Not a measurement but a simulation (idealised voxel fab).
process module | voxel wiring stack
cross-section cut | 260 nm wide | cells 5 nm
A cross-section is a grid of square cells, given in bands from the top down. A band is one or more rows of cells.
Each band's line starts with the height of the band's top and of its bottom, in nm. Then come its materials from left to right, each with its width in nm. One material with "throughout" fills the band from edge to edge. "air" is empty space.
Height 0 is the level under which the wafer as received is all one material. The lowest band goes on downwards, as in "0 down".
A width such as "30 to 40" changes by the same amount from each row of cells to the next, from the band's top row to its bottom row.
"no change" after a step means that no cell of the cross-section changed.
closed voids: empty space of 8 cells or more with no open way to the top, each as width x height at its distance from the left edge, in nm
after a step's settings: what the simulator itself notes on the step
overlay nm, on a step with a mask: how far to the right of its planned place the mask lay; to the left if negative
plan
1 op RECEIVE | material Si
2 op CONFORMAL_DEP | material SiO2 | thk nm 15
3 op DIRECTIONAL_DEP | material TiN | thk nm 5
4 op DIRECTIONAL_DEP | material W | thk nm 15
5 op DIRECTIONAL_DEP | material aC | thk nm 10
6 op PATTERN | tone cover | mask id METAL_1 | material resist | width nm 20 | pitch nm 50 | thk nm 25 | overlay nm 0
7 op DIRECTIONAL_ETCH | etch materials aC | depth nm 10
8 op STRIP | etch materials resist
9 op DIRECTIONAL_ETCH | etch materials W | depth nm 15
10 op DIRECTIONAL_ETCH | etch materials TiN | depth nm 5
11 op STRIP | etch materials aC
12 op FILL_DEP | material SiO2 | thk nm 5
13 op CMP | height nm 35
14 op CONFORMAL_DEP | material SiCN | thk nm 5
15 op DIRECTIONAL_DEP | material SiO2 | thk nm 20
16 op PATTERN | tone open | mask id PLUG_1 | material resist | width nm 15 | pitch nm 50 | thk nm 15 | overlay nm 0
17 op DIRECTIONAL_ETCH | etch materials SiO2 | depth nm 20
18 op DIRECTIONAL_ETCH | etch materials SiCN | depth nm 5
19 op STRIP | etch materials resist
20 op CONFORMAL_DEP | material TiN | thk nm 5
21 op FILL_DEP | material Cu | thk nm 10
22 op CMP | height nm 60
23 op CONFORMAL_DEP | material SiN | thk nm 5
24 op DIRECTIONAL_DEP | material lowk | thk nm 25
25 op DIRECTIONAL_DEP | material aC | thk nm 15
26 op PATTERN | tone open | mask id METAL_2 | material resist | width nm 20 | pitch nm 50 | thk nm 35 | overlay nm 0
27 op DIRECTIONAL_ETCH | etch materials aC | depth nm 15
28 op STRIP | etch materials resist
29 op DIRECTIONAL_ETCH | etch materials lowk | depth nm 25
30 op DIRECTIONAL_ETCH | etch materials SiN | depth nm 5
31 op STRIP | etch materials aC
32 op CONFORMAL_DEP | material TiN | thk nm 5
33 op FILL_DEP | material W | thk nm 10
34 op CMP | height nm 90
35 op EPI | material Ru | thk nm 5
36 op FILL_DEP | material SiCN | thk nm 5
37 op DIRECTIONAL_DEP | material lowk | thk nm 35
38 op DIRECTIONAL_DEP | material aC | thk nm 15
39 op PATTERN | tone open | mask id METAL_3 | material resist | width nm 20 | pitch nm 50 | thk nm 35 | overlay nm 0
40 op DIRECTIONAL_ETCH | etch materials aC | depth nm 15
41 op STRIP | etch materials resist
42 op DIRECTIONAL_ETCH | etch materials lowk | depth nm 20
43 op STRIP | etch materials aC
44 op DIRECTIONAL_DEP | material aC | thk nm 10
45 op PATTERN | tone open | mask id METAL_3_HOLES | material resist | width nm 15 | pitch nm 50 | thk nm 30 | overlay nm 0
46 op DIRECTIONAL_ETCH | etch materials aC | depth nm 10
47 op STRIP | etch materials resist
48 op DIRECTIONAL_ETCH | etch materials lowk | depth nm 15
49 op DIRECTIONAL_ETCH | etch materials SiCN | depth nm 5
50 op STRIP | etch materials aC
51 op CONFORMAL_DEP | material TiN | thk nm 5
52 op FILL_DEP | material Ru | thk nm 10
53 op CMP | height nm 135
54 op CONFORMAL_DEP | material SiCN | thk nm 5
55 op DIRECTIONAL_DEP | material lowk | thk nm 25
56 op PATTERN | tone open | mask id METAL_4 | material resist | width nm 20 | pitch nm 50 | thk nm 20 | overlay nm 0
57 op DIRECTIONAL_ETCH | etch materials lowk | depth nm 15
58 op STRIP | etch materials resist
59 op MASKED_ETCH | tone open | mask id METAL_4_HOLES | width nm 15 | pitch nm 50 | etch materials lowk | depth nm 10 | overlay nm 0
60 op MASKED_ETCH | tone open | mask id METAL_4_HOLES | width nm 15 | pitch nm 50 | etch materials SiCN | depth nm 5 | overlay nm 0
61 op CONFORMAL_DEP | material TiN | thk nm 5
62 op FILL_DEP | material Cu | thk nm 10
63 op CMP | height nm 165
64 op CONFORMAL_DEP | material SiN | thk nm 5
as received, after step 1
  0 down: Si throughout
  closed voids: none
a wafer at the end: this start, this plan, one mistake
  170 to 165: SiN throughout
  165 to 155: lowk 70 | TiN 5 | Cu 10 | TiN 5 | lowk 30 | TiN 5 | Cu 10 | TiN 5 | lowk 30 | TiN 5 | Cu 10 | TiN 5 | lowk 70
  155 to 150: lowk 70 | TiN 5 | Cu 5 | TiN 10 | lowk 30 | TiN 5 | Cu 5 | TiN 10 | lowk 30 | TiN 5 | Cu 5 | TiN 10 | lowk 70
  150 to 140: lowk 70 | TiN 5 | Cu 5 | TiN 5 | lowk 35 | TiN 5 | Cu 5 | TiN 5 | lowk 35 | TiN 5 | Cu 5 | TiN 5 | lowk 75
  140 to 135: SiCN 70 | TiN 15 | SiCN 35 | TiN 15 | SiCN 35 | TiN 15 | SiCN 75
  135 to 105: lowk 70 | TiN 5 | Ru 10 | TiN 5 | lowk 30 | TiN 5 | Ru 10 | TiN 5 | lowk 30 | TiN 5 | Ru 10 | TiN 5 | lowk 70
  105 to 100: lowk 70 | TiN 5 | Ru 5 | TiN 10 | lowk 30 | TiN 5 | Ru 5 | TiN 10 | lowk 30 | TiN 5 | Ru 5 | TiN 10 | lowk 70
  100 to 95: SiCN 70 | TiN 15 | SiCN 35 | TiN 15 | SiCN 35 | TiN 15 | SiCN 75
  95 to 90: SiCN 65 | Ru 30 | SiCN 20 | Ru 30 | SiCN 20 | Ru 30 | SiCN 65
  90 to 65: lowk 70 | TiN 5 | W 10 | TiN 5 | lowk 30 | TiN 5 | W 10 | TiN 5 | lowk 30 | TiN 5 | W 10 | TiN 5 | lowk 70
  65 to 60: SiN 70 | TiN 20 | SiN 30 | TiN 20 | SiN 30 | TiN 20 | SiN 70
  60 to 40: SiO2 70 | TiN 5 | Cu 5 | TiN 5 | SiO2 35 | TiN 5 | Cu 5 | TiN 5 | SiO2 35 | TiN 5 | Cu 5 | TiN 5 | SiO2 75
  40 to 35: SiCN 70 | TiN 15 | SiCN 35 | TiN 15 | SiCN 35 | TiN 15 | SiCN 75
  35 to 20: SiO2 70 | W 20 | SiO2 30 | W 20 | SiO2 30 | W 20 | SiO2 70
  20 to 15: SiO2 70 | TiN 20 | SiO2 30 | TiN 20 | SiO2 30 | TiN 20 | SiO2 70
  15 to 0: SiO2 throughout
  0 down: Si throughout
  closed voids: none
what went wrong: step 42 was run twice
